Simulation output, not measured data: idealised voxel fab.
Process module, titled voxel transistor to metal
The figure presents cross-section cut, which has a width of 160 nm and is divided into square cells with an edge length of 5 nm.
Just so we're on the same page, the cross-sections are grids of square cells, and they're listed out in bands top to bottom, each band one or more rows deep.
Band entry format. Leading values: height of top, height of bottom, nm. Remainder: materials in left-to-right order, each with its width in nm. Special words: "edge to edge" on a single material, which then fills the band edge to edge; "blank", empty space.
Heights are expressed relative to 0, this being the level below which the as-received wafer comprises one material exclusively. The lowest band is unbounded in the downward direction and is denoted as in "0 -> down".
A two-number width, for instance "30..40", indicates that the width is equal to the first number in the top row of the band and to the second number in the bottom row, and that it changes by a constant amount per row of cells.
The designation "nothing different", where it is given for a processing step, indicates that no cell of the cross-section was altered in the course of that step.
"Sealed-off cavities" specifies each empty space that is not open to the top and that occupies no fewer than 8 cells, using the form width x height at distance, the distance measured from the left edge and all three quantities in nm.
Formally, on a step line, whatever follows the settings is a remark that the simulator itself makes on the step.
Among the settings permitted on a step's line is "overlay nm"; applied to a step with a mask, it specifies the extent to which the mask lay to the right of its planned position, whereas a negative figure signifies a position to the left.
# Process steps - plan
1: RECEIVE with material Si
2: CONFORMAL_DEP with material SiO2, thk nm 5
3: CONFORMAL_DEP with material SiN, thk nm 10
4: MASKED_ETCH with tone cover, mask id ACTIVE, width nm 110, etch materials SiN, depth nm 10, overlay nm 0
5: MASKED_ETCH with tone cover, mask id ACTIVE, width nm 110, etch materials SiO2, depth nm 5, overlay nm 0
6: MASKED_ETCH with tone cover, mask id ACTIVE, width nm 110, etch materials Si, depth nm 35, overlay nm 0
7: OXIDIZE with depth nm 5
8: FILL_DEP with material SiO2, thk nm 5
9: CMP with height nm 15
10: SELECTIVE_ETCH with etch materials SiO2, depth nm 10
11: STRIP with etch materials SiN
12: SELECTIVE_ETCH with etch materials SiO2, depth nm 5
13: OXIDIZE with depth nm 5
14: DIRECTIONAL_DEP with material polySi, thk nm 20
15: DIRECTIONAL_DEP with material SiCN, thk nm 10
16: MASKED_ETCH with tone cover, mask id GATE, width nm 20, etch materials SiCN, depth nm 20, overlay nm 0
17: MASKED_ETCH with tone cover, mask id GATE, width nm 20, etch materials polySi, depth nm 30, overlay nm 0
18: CONFORMAL_DEP with material SiN, thk nm 10
19: DIRECTIONAL_ETCH with etch materials SiN, depth nm 10
20: DIRECTIONAL_ETCH with etch materials SiO2, depth nm 5
21: DIRECTIONAL_ETCH with etch materials Si, depth nm 10
22: EPI with material nSi, thk nm 10
23: FILL_DEP with material SiO2, thk nm 10
24: CMP with height nm 30
25: DIRECTIONAL_DEP with material SiO2, thk nm 15
26: MASKED_ETCH with tone open, mask id CONTACT, width nm 30, pitch nm 60, etch materials SiO2, depth nm 50, overlay nm 0
27: CONFORMAL_DEP with material TiN, thk nm 5
28: FILL_DEP with material W, thk nm 10
29: CMP with height nm 45
30: DIRECTIONAL_DEP with material TiN, thk nm 5
31: DIRECTIONAL_DEP with material W, thk nm 25
32: PATTERN with tone cover, mask id METAL_1, material resist, width nm 20, pitch nm 70, thk nm 15, overlay nm 0
33: DIRECTIONAL_ETCH with etch materials W, depth nm 25
34: DIRECTIONAL_ETCH with etch materials TiN, depth nm 5
35: STRIP with etch materials resist
36: CONFORMAL_DEP with material SiCN, thk nm 5
37: FILL_DEP with material SiO2, thk nm 5
38: CMP with height nm 75
39: CONFORMAL_DEP with material SiCN, thk nm 5
# Cross-section: wafer on arrival = after step 1
  0 -> down | Si edge to edge
  Sealed-off cavities: none
# Cross-sectional image of the first of two wafers at the end of the module, the run having proceeded as planned
  80 -> 75 | SiCN edge to edge
  75 -> 50 | SiO2 (30)  SiCN (5)  W (20)  SiCN (5)  SiO2 (40)  SiCN (5)  W (20)  SiCN (5)  SiO2 (30)
  50 -> 45 | SiCN (35)  TiN (20)  SiCN (50)  TiN (20)  SiCN (35)
  45 -> 35 | SiO2 (35)  TiN (5)  W (20)  TiN (5)  SiO2 (30)  TiN (5)  W (20)  TiN (5)  SiO2 (35)
  35 -> 30 | SiO2 (35)  TiN (5)  W (15)  TiN (10)  SiO2 (30)  TiN (10)  W (15)  TiN (5)  SiO2 (35)
  30 -> 20 | SiO2 (35)  TiN (5)  W (15)  TiN (5)  SiN (10)  SiCN (20)  SiN (10)  TiN (5)  W (15)  TiN (5)  SiO2 (35)
  20 -> 10 | SiO2 (35)  TiN (5)  W (15)  TiN (5)  SiN (10)  polySi (20)  SiN (10)  TiN (5)  W (15)  TiN (5)  SiO2 (35)
  10 -> 5 | SiO2 (35)  TiN (5)  W (5)  TiN (15)  SiN (10)  polySi (20)  SiN (10)  TiN (15)  W (5)  TiN (5)  SiO2 (35)
  5 -> 0 | SiO2 (35)  TiN (5)  W (5)  TiN (5)  nSi (10)  SiN (10)  polySi (20)  SiN (10)  nSi (10)  TiN (5)  W (5)  TiN (5)  SiO2 (35)
  0 -> -5 | SiO2 (35)  TiN (15)  nSi (10)  SiO2 (40)  nSi (10)  TiN (15)  SiO2 (35)
  -5 -> -15 | SiO2 (30)  nSi (30)  Si (40)  nSi (30)  SiO2 (30)
  -15 -> -40 | SiO2 (30)  Si (100)  SiO2 (30)
  -40 -> down | Si edge to edge
  Sealed-off cavities: none
# Wafer two, end of module, cross-section. Same start, same plan as wafer one. One mistake in the run
  80 -> 75 | SiCN edge to edge
  75 -> 65 | SiO2 (30)  SiCN (5)  W (20)  SiCN (5)  SiO2 (40)  SiCN (5)  W (20)  SiCN (5)  SiO2 (30)
  65 -> 60 | SiCN (35)  TiN (20)  SiCN (50)  TiN (20)  SiCN (35)
  60 -> 50 | W edge to edge
  50 -> 45 | TiN (40)  W (20)  TiN (40)  W (20)  TiN (40)
  45 -> 35 | SiO2 (35)  TiN (5)  W (20)  TiN (5)  SiO2 (30)  TiN (5)  W (20)  TiN (5)  SiO2 (35)
  35 -> 30 | SiO2 (35)  TiN (5)  W (15)  TiN (10)  SiO2 (30)  TiN (10)  W (15)  TiN (5)  SiO2 (35)
  30 -> 20 | SiO2 (35)  TiN (5)  W (15)  TiN (5)  SiN (10)  SiCN (20)  SiN (10)  TiN (5)  W (15)  TiN (5)  SiO2 (35)
  20 -> 10 | SiO2 (35)  TiN (5)  W (15)  TiN (5)  SiN (10)  polySi (20)  SiN (10)  TiN (5)  W (15)  TiN (5)  SiO2 (35)
  10 -> 5 | SiO2 (35)  TiN (5)  W (5)  TiN (15)  SiN (10)  polySi (20)  SiN (10)  TiN (15)  W (5)  TiN (5)  SiO2 (35)
  5 -> 0 | SiO2 (35)  TiN (5)  W (5)  TiN (5)  nSi (10)  SiN (10)  polySi (20)  SiN (10)  nSi (10)  TiN (5)  W (5)  TiN (5)  SiO2 (35)
  0 -> -5 | SiO2 (35)  TiN (15)  nSi (10)  SiO2 (40)  nSi (10)  TiN (15)  SiO2 (35)
  -5 -> -15 | SiO2 (30)  nSi (30)  Si (40)  nSi (30)  SiO2 (30)
  -15 -> -40 | SiO2 (30)  Si (100)  SiO2 (30)
  -40 -> down | Si edge to edge
  Sealed-off cavities: none
Against the plan, the run slipped here: skipped: plan step 29 (never run)
Once processing is complete, comparing cell counts shows that the second wafer has more or fewer of certain materials than the first: SiCN -12 | SiO2 -60 | TiN +24 | W +48
